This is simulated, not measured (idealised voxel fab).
Title: Process Module voxel transistor to metal
300 nm wide, 5 nm square cells: that's cross-section cut.
A cross-section in this document is a grid of square cells, and it is written down as bands, the top band listed before the ones below it; a band is made up of one or more rows of cells.
Each band's line starts with the height of the band's top and of its bottom, in nm. Then come its materials from left to right, each with its width in nm. One material with "edge to edge" fills the band from edge to edge. "air" is empty space.
Heights are expressed relative to 0, this being the level below which the as-received wafer comprises one material exclusively. The lowest band is unbounded in the downward direction and is denoted as in "0 -> down".
When a width is written as two numbers, as in "30->40", the first number is the width in the top row of cells of the band and the second is the width in its bottom row, and the width changes by the same amount from each row to the next.
Basically "no modification" means that step didn't change any cell in the cross-section.
Empty spaces without an open route to the top, at least 8 cells in extent, make up the entry "Closed cavity list"; each is given as width x height at distance, where the distance is measured from the left edge, and all are in nm.
Anything after a step's settings on that line? It's the simulator's own note about the step.
What "overlay nm" on a step's line means: if the step has a mask, that mask lay this far to the right of its planned place, or, when the value is negative, to the left.

# The planned process steps are enumerated hereunder
1: op RECEIVE | material Si
2: op CONFORMAL_DEP | material SiO2 | thk nm 5
3: op CONFORMAL_DEP | material SiN | thk nm 15
4: op MASKED_ETCH | tone cover | mask id ACTIVE | width nm 105 | pitch nm 125 | etch materials SiN | depth nm 15 | overlay nm 0
5: op MASKED_ETCH | tone cover | mask id ACTIVE | width nm 105 | pitch nm 125 | etch materials SiO2 | depth nm 5 | overlay nm 0
6: op MASKED_ETCH | tone cover | mask id ACTIVE | width nm 105 | pitch nm 125 | etch materials Si | depth nm 30 | overlay nm 0
7: op OXIDIZE | depth nm 5
8: op FILL_DEP | material SiO2 | thk nm 15
9: op CMP | height nm 20
10: op SELECTIVE_ETCH | etch materials SiO2 | depth nm 10
11: op STRIP | etch materials SiN
12: op SELECTIVE_ETCH | etch materials SiO2 | depth nm 5
13: op OXIDIZE | depth nm 5
14: op DIRECTIONAL_DEP | material polySi | thk nm 30
15: op DIRECTIONAL_DEP | material SiCN | thk nm 15
16: op DIRECTIONAL_DEP | material aC | thk nm 10
17: op PATTERN | tone cover | mask id GATE | material resist | width nm 25 | pitch nm 125 | thk nm 25 | overlay nm 0
18: op DIRECTIONAL_ETCH | etch materials aC | depth nm 10
19: op STRIP | etch materials resist
20: op DIRECTIONAL_ETCH | etch materials SiCN | depth nm 25
21: op DIRECTIONAL_ETCH | etch materials polySi | depth nm 40
22: op STRIP | etch materials aC
23: op CONFORMAL_DEP | material SiN | thk nm 5
24: op DIRECTIONAL_ETCH | etch materials SiN | depth nm 5
25: op DIRECTIONAL_ETCH | etch materials SiO2 | depth nm 5
26: op DIRECTIONAL_ETCH | etch materials Si | depth nm 15
27: op EPI | material pSi | thk nm 20
28: op FILL_DEP | material SiO2 | thk nm 5
29: op CMP | height nm 30
30: op STRIP | etch materials polySi
31: op SELECTIVE_ETCH | etch materials SiO2 | depth nm 5
32: op CONFORMAL_DEP | material HfO2 | thk nm 5
33: op CONFORMAL_DEP | material TiN | thk nm 5
34: op FILL_DEP | material W | thk nm 5
35: op CMP | height nm 25
36: op DIRECTIONAL_DEP | material SiO2 | thk nm 10
37: op DIRECTIONAL_DEP | material aC | thk nm 10
38: op PATTERN | tone open | mask id CONTACT | material resist | width nm 20 | thk nm 25 | overlay nm 0
39: op DIRECTIONAL_ETCH | etch materials aC | depth nm 10
40: op STRIP | etch materials resist
41: op DIRECTIONAL_ETCH | etch materials SiO2 | depth nm 35
42: op STRIP | etch materials aC
43: op CONFORMAL_DEP | material TiN | thk nm 5
44: op FILL_DEP | material Ru | thk nm 10
45: op CMP | height nm 35
46: op DIRECTIONAL_DEP | material TiN | thk nm 5
47: op DIRECTIONAL_DEP | material Ru | thk nm 15
48: op MASKED_ETCH | tone cover | mask id METAL_1 | width nm 20 | etch materials Ru | depth nm 15 | overlay nm 0
49: op MASKED_ETCH | tone cover | mask id METAL_1 | width nm 20 | etch materials TiN | depth nm 5 | overlay nm 0
50: op CONFORMAL_DEP | material SiN | thk nm 5
51: op FILL_DEP | material SiO2 | thk nm 10
52: op CMP | height nm 55
53: op CONFORMAL_DEP | material SiCN | thk nm 5
54: op DIRECTIONAL_DEP | material lowk | thk nm 30
55: op DIRECTIONAL_DEP | material aC | thk nm 10
56: op PATTERN | tone open | mask id METAL_2_HOLES | material resist | width nm 15 | pitch nm 125 | thk nm 30 | overlay nm 0
57: op DIRECTIONAL_ETCH | etch materials aC | depth nm 10
58: op STRIP | etch materials resist
59: op DIRECTIONAL_ETCH | etch materials lowk | depth nm 30
60: op STRIP | etch materials aC
61: op PATTERN | tone open | mask id METAL_2 | material resist | width nm 20 | pitch nm 125 | thk nm 20 | overlay nm 0
62: op DIRECTIONAL_ETCH | etch materials lowk | depth nm 15
63: op DIRECTIONAL_ETCH | etch materials SiCN | depth nm 5
64: op STRIP | etch materials resist
65: op CONFORMAL_DEP | material TiN | thk nm 5
66: op FILL_DEP | material Cu | thk nm 10
67: op CMP | height nm 90
68: op CONFORMAL_DEP | material SiCN | thk nm 5

# As received (post step 1): cross-section
	0 -> down  Si edge to edge
	Closed cavity list: none

# Cross-section at module end, one run error; start and plan unchanged from above
	95 -> 90  SiCN edge to edge
	90 -> 80  lowk 40 nm, TiN 5 nm, Cu 10 nm, TiN 5 nm, lowk 105 nm, TiN 5 nm, Cu 10 nm, TiN 5 nm, lowk 115 nm
	80 -> 75  lowk 40 nm, TiN 5 nm, Cu 5 nm, TiN 10 nm, lowk 105 nm, TiN 5 nm, Cu 5 nm, TiN 10 nm, lowk 115 nm
	75 -> 60  lowk 40 nm, TiN 5 nm, Cu 5 nm, TiN 5 nm, lowk 110 nm, TiN 5 nm, Cu 5 nm, TiN 5 nm, lowk 120 nm
	60 -> 55  SiCN 40 nm, TiN 15 nm, SiCN 110 nm, TiN 15 nm, SiCN 120 nm
	55 -> 40  SiO2 35 nm, SiN 5 nm, Ru 20 nm, SiN 5 nm, SiO2 45 nm, SiN 5 nm, Ru 20 nm, SiN 5 nm, SiO2 20 nm, SiN 5 nm, Ru 20 nm, SiN 5 nm, SiO2 45 nm, SiN 5 nm, Ru 20 nm, SiN 5 nm, SiO2 35 nm
	40 -> 35  SiN 40 nm, TiN 20 nm, SiN 55 nm, TiN 20 nm, SiN 30 nm, TiN 20 nm, SiN 55 nm, TiN 20 nm, SiN 40 nm
	35 -> 25  SiO2 40 nm, TiN 5 nm, Ru 10 nm, TiN 5 nm, SiO2 55 nm, TiN 5 nm, Ru 10 nm, TiN 5 nm, SiO2 30 nm, TiN 5 nm, Ru 10 nm, TiN 5 nm, SiO2 55 nm, TiN 5 nm, Ru 10 nm, TiN 5 nm, SiO2 40 nm
	25 -> 5  SiO2 40 nm, TiN 5 nm, Ru 10 nm, TiN 5 nm, SiO2 10 nm, SiN 5 nm, HfO2 5 nm, TiN 5 nm, W 5 nm, TiN 5 nm, HfO2 5 nm, SiN 5 nm, SiO2 10 nm, TiN 5 nm, Ru 10 nm, TiN 5 nm, SiO2 30 nm, TiN 5 nm, Ru 10 nm, TiN 5 nm, SiO2 10 nm, SiN 5 nm, HfO2 5 nm, TiN 5 nm, W 5 nm, TiN 5 nm, HfO2 5 nm, SiN 5 nm, SiO2 10 nm, TiN 5 nm, Ru 10 nm, TiN 5 nm, SiO2 40 nm
	5 -> 0  SiO2 40 nm, TiN 20 nm, SiO2 10 nm, SiN 5 nm, HfO2 5 nm, TiN 15 nm, HfO2 5 nm, SiN 5 nm, SiO2 10 nm, TiN 20 nm, SiO2 30 nm, TiN 20 nm, SiO2 10 nm, SiN 5 nm, HfO2 5 nm, TiN 15 nm, HfO2 5 nm, SiN 5 nm, SiO2 10 nm, TiN 20 nm, SiO2 40 nm
	0 -> -5  SiO2 70 nm, HfO2 35 nm, SiO2 90 nm, HfO2 35 nm, SiO2 70 nm
	-5 -> -35  SiO2 40 nm, Si 95 nm, SiO2 30 nm, Si 95 nm, SiO2 40 nm
	-35 -> down  Si edge to edge
	Closed cavity list: none
what went wrong: note that step 25 departed from the planned setting and was carried out as op DIRECTIONAL_ETCH | etch materials SiN | depth nm 5
